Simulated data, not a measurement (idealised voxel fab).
Process module, titled voxel air gaps
FYI the section here is cut, 235 nm wide, cells are 5 nm squares.
Heads up, the way a cross-section reads in here is a grid of square cells, handed over as bands from the top down, with every band being one or more rows of cells. Heights first: top, then bottom, in nm. Then materials, left to right, each with a width in nm. "all across" on a single material: fills the band edge to edge. "air": empty space. Ref level 0: as-received wafer is one material below here. Bottom band extends down with no lower bound ("0 -> down"). Think of "30..40" as a width that walks from the first number to the second as you go down the band, top row to bottom row, taking equal-sized steps from row to row. Where a step carries "stayed the same", the cross-section came out of it unchanged, cell for cell. In the "Enclosed internal cavities" entry, you get each enclosed empty space of 8 cells or more, one with no open way to the top, written width x height at distance, distance from the left edge, in nm. The remark found on a step's line after its settings is issued by the simulator itself and pertains to that step. Steps that use a mask can have "overlay nm" on their line. It says how far the mask sat to the right of where it was meant to be. Negative means to the left.

-- Planned step list for the process
- 1: op RECEIVE | material Si
- 2: op CONFORMAL_DEP | material SiO2 | thk nm 10
- 3: op CONFORMAL_DEP | material SiCN | thk nm 5
- 4: op DIRECTIONAL_DEP | material SiO2 | thk nm 40
- 5: op MASKED_ETCH | tone open | mask id LINES | width nm 20 | pitch nm 45 | etch materials SiO2 | depth nm 40 | overlay nm 0
- 6: op CONFORMAL_DEP | material TiN | thk nm 5
- 7: op FILL_DEP | material W | thk nm 5
- 8: op CMP | height nm 55
- 9: op EPI | material Ru | thk nm 10
- 10: op SELECTIVE_ETCH | etch materials SiO2 | depth nm 50
- 11: op CONFORMAL_DEP | material SiCN | thk nm 5

-- As received (post step 1): cross-section
- 0 -> down: Si all across
- Enclosed internal cavities: none

-- Final cross-section, module run with one mistake (start and plan as above)
- 80 -> 75: air 15 nm; SiCN 205 nm; air 15 nm
- 75 -> 55: air 15 nm; SiCN 5 nm; Ru 195 nm; SiCN 5 nm; air 15 nm
- 55 -> 50: air 15 nm; SiCN 25 nm; TiN 5 nm; W 10 nm; TiN 5 nm; SiO2 25 nm; TiN 5 nm; W 10 nm; TiN 5 nm; SiO2 25 nm; TiN 5 nm; W 10 nm; TiN 5 nm; SiO2 25 nm; TiN 5 nm; W 10 nm; TiN 5 nm; SiCN 25 nm; air 15 nm
- 50 -> 20: air 35 nm; SiCN 5 nm; TiN 5 nm; W 10 nm; TiN 5 nm; SiO2 25 nm; TiN 5 nm; W 10 nm; TiN 5 nm; SiO2 25 nm; TiN 5 nm; W 10 nm; TiN 5 nm; SiO2 25 nm; TiN 5 nm; W 10 nm; TiN 5 nm; SiCN 5 nm; air 35 nm
- 20 -> 15: SiCN 40 nm; TiN 20 nm; SiO2 25 nm; TiN 20 nm; SiO2 25 nm; TiN 20 nm; SiO2 25 nm; TiN 20 nm; SiCN 40 nm
- 15 -> 10: SiCN all across
- 10 -> 0: SiO2 all across
- 0 -> down: Si all across
- Enclosed internal cavities: none
Run error: yeah, plan step 9 got run twice
